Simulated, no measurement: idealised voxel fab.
Process module in this document: voxel released beams
225 nm wide, 5 nm square cells: that's cross-section cut.
In what follows, cross-sections appear as grids of square cells, described through bands that run from the top down, where every band is one or more rows of cells. What a band's entry tells you: where the top is and where the bottom is, as heights in nm, and after that what lies inside, material by material from left to right, each with its width in nm. Empty space is written as the word "air", and a single material marked with the word "full width" occupies the band from edge to edge. Heights are expressed relative to 0, this being the level below which the as-received wafer comprises one material exclusively. The lowest band is unbounded in the downward direction and is denoted as in "0 nm and below". Width "30 to 40": first value at the band's top row of cells, second value at its bottom row, equal change from row to row. Given "left unchanged" for a step, no cell of the cross-section differs between before and after that step. Under "Entrapped voids" you'll find the enclosed gaps, the ones with no way out to the top, that are 8 cells or bigger; each reads width x height at distance, with distance counted from the left edge, everything in nm. Past the settings on a step's line: simulator remark, on that step. The "overlay nm" setting may appear on a step's line; for a step that uses a mask, it gives how far to the right of its planned position the mask lay, and a negative value indicates the left.

# Here's what the planned process steps look like
1 RECEIVE (material Si)
2 CONFORMAL_DEP (material Al2O3; thk nm 5)
3 DIRECTIONAL_DEP (material SiO2; thk nm 15)
4 MASKED_ETCH (tone open; mask id ANCHOR; width nm 35; etch materials SiO2; depth nm 15; overlay nm 0)
5 CONFORMAL_DEP (material SiN; thk nm 10)
6 MASKED_ETCH (tone cover; mask id BEAM; width nm 100; etch materials SiN; depth nm 10; overlay nm 0)
7 STRIP (etch materials SiO2)

# Cross-section of the wafer upon arrival, representing the state reached after step 1
0 nm and below = Si full width
Entrapped voids: none

# a wafer at the end: this start, this plan, one mistake
30 nm to 20 nm = 60 of air  15 of SiN  15 of air  70 of SiN  65 of air
20 nm to 15 nm = 65 of air  10 of SiN  15 of air  10 of SiN  125 of air
15 nm to 5 nm = 65 of air  35 of SiN  125 of air
5 nm to 0 nm = SiN full width
0 nm and below = Si full width
Entrapped voids: none
what went wrong: step 2: run off-plan, actual operation and settings CONFORMAL_DEP (material SiN; thk nm 5)
